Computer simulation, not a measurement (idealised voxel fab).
This section sets out a process module, namely voxel self aligned contacts.
Xsec cut, 220 nm wide, square cell size 5 nm.
Format of a cross-section: grid, square cells. Given as bands. Order: top down. Band: one or more rows of cells.
Top height, bottom height, nm. Materials left to right, width each, nm. Single material + "throughout" = fills band edge to edge. "blank" = empty.
Beneath 0, the wafer as received is one material, and that level is where height counting begins. The lowest band goes on downward without a bottom; it is written like "from 0 down".
Per-row width for "30->40": begins at first number (top row of band), ends at second number (bottom row), increment between rows held constant.
The designation "nothing altered", where it is given for a processing step, indicates that no cell of the cross-section was altered in the course of that step.
Closed empty spaces (no open way to the top) of 8 cells or more are what "Sealed void list" lists, each as width x height at distance from the left edge, nm for all three.
Formally, on a step line, whatever follows the settings is a remark that the simulator itself makes on the step.
Among the settings permitted on a step's line is "overlay nm"; applied to a step with a mask, it specifies the extent to which the mask lay to the right of its planned position, whereas a negative figure signifies a position to the left.
# So here's the lineup of process steps we planned
1) RECEIVE | material Si
2) OXIDIZE | depth nm 5
3) DIRECTIONAL_DEP | material polySi | thk nm 15
4) DIRECTIONAL_DEP | material SiN | thk nm 15
5) PATTERN | tone cover | mask id GATE | material resist | width nm 25 | pitch nm 50 | thk nm 15 | overlay nm 0
6) DIRECTIONAL_ETCH | etch materials SiN | depth nm 15
7) DIRECTIONAL_ETCH | etch materials polySi | depth nm 20
8) STRIP | etch materials resist
9) CONFORMAL_DEP | material SiN | thk nm 5
10) DIRECTIONAL_ETCH | etch materials SiN | depth nm 5
11) FILL_DEP | material SiO2 | thk nm 10
12) CMP | height nm 40
13) PATTERN | tone open | mask id CONTACT | material resist | width nm 35 | pitch nm 50 | thk nm 15 | overlay nm 0
14) DIRECTIONAL_ETCH | etch materials SiO2 | depth nm 45
15) STRIP | etch materials resist
16) CONFORMAL_DEP | material TiN | thk nm 5
17) FILL_DEP | material Ru | thk nm 10
18) CMP | height nm 40
19) CONFORMAL_DEP | material SiCN | thk nm 5
Wafers differ in thk nm at step 3; plan lists the first wafer's value; identical starting state.
# So this is the first of several wafers, cross-sectioned as it came to us, meaning it's at the end of step 1
	from 0 down | Si throughout
	Sealed void list: none
# Below is a per-wafer table. In it, each row describes the wafer at the end of the module by giving, for each material, the number of cells gained (+) or lost (-) since the wafer was received, and after that the closed voids of the wafer
thk nm 15 | +24 Ru | -44 Si | +44 SiCN | +81 SiN | +200 SiO2 | +46 TiN | +45 polySi | Sealed void list: none
thk nm 20 | +16 Ru | -44 Si | +44 SiCN | +87 SiN | +187 SiO2 | +46 TiN | +60 polySi | Sealed void list: none
thk nm 25 | +12 Ru | -44 Si | +44 SiCN | +87 SiN | +163 SiO2 | +30 TiN | +104 polySi | Sealed void list: none
thk nm 30 | +10 Ru | -44 Si | +44 SiCN | +66 SiN | +146 SiO2 | +26 TiN | +148 polySi | Sealed void list: none
thk nm 35 | +8 Ru | -44 Si | +44 SiCN | +45 SiN | +129 SiO2 | +22 TiN | +192 polySi | Sealed void list: none
